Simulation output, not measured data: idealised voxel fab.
Process module in this document: voxel tone inversion
Square cell edge 5 nm, section width 280 nm, ID cut.
Each cross-section below is a grid of square cells, stated as bands in top-down order, with one or more rows of cells making up each band. First you get the band's top height and its bottom height, in nm, and then the materials it's made of, left to right, with each width in nm. If you see a single material with "full width", that one covers the band edge to edge. "empty" is empty space. Heights from 0 (as-received wafer is one material below). Bottom band endless downward, as "z 0 and below". Read "30->40" as a graded width: first number on top, second number at the bottom, same change between each pair of neighbouring rows. No cell of the cross-section changed in a step that is given as "nothing was modified". "Non-vented voids" lists enclosed empty spaces (at least 8 cells, no open path upward to the top), each as width x height at distance from the left edge, in nm. Read whatever lies past the settings on a step's line as the simulator's own remark about the step. "overlay nm" on a masked step: distance the mask lay right of its planned place, negative for left.
These are the steps we planned for the process
1,op RECEIVE | material Si
2,op CONFORMAL_DEP | material SiN | thk nm 10
3,op DIRECTIONAL_DEP | material aC | thk nm 20
4,op PATTERN | tone cover | mask id POSTS | material resist | width nm 20 | pitch nm 40 | thk nm 30 | overlay nm -15
5,op DIRECTIONAL_ETCH | etch materials aC | depth nm 20
6,op STRIP | etch materials resist
7,op FILL_DEP | material lowk | thk nm 5
8,op CMP | height nm 30
9,op STRIP | etch materials aC
10,op CONFORMAL_DEP | material TiN | thk nm 5
11,op FILL_DEP | material Ru | thk nm 5
12,op CMP | height nm 30
13,op CONFORMAL_DEP | material SiCN | thk nm 5
Be aware that, although all wafers share a common starting state, the overlay nm at step 4 differs among them, and the plan displays the first wafer's value.
The first of several wafers, as received after step 1, seen in section
	z 0 and below = Si full width
	Non-vented voids: none
Here is how to read the rows: every wafer has a row, and it shows the wafer at the end of the module, giving for each material how many cells were gained (+) or lost (-) since the wafer was received, then listing its closed voids
overlay nm -15, +18 Ru, +56 SiCN, +112 SiN, +30 TiN, +176 lowk, Non-vented voids: none
overlay nm -10, +18 Ru, +56 SiCN, +112 SiN, +30 TiN, +176 lowk, Non-vented voids: none
overlay nm -5, +18 Ru, +56 SiCN, +112 SiN, +30 TiN, +176 lowk, Non-vented voids: none
overlay nm 0, +18 Ru, +56 SiCN, +112 SiN, +30 TiN, +176 lowk, Non-vented voids: none
overlay nm 5, +18 Ru, +56 SiCN, +112 SiN, +30 TiN, +176 lowk, Non-vented voids: none
overlay nm 10, +18 Ru, +56 SiCN, +112 SiN, +30 TiN, +176 lowk, Non-vented voids: none
overlay nm 15, +18 Ru, +56 SiCN, +112 SiN, +30 TiN, +176 lowk, Non-vented voids: none
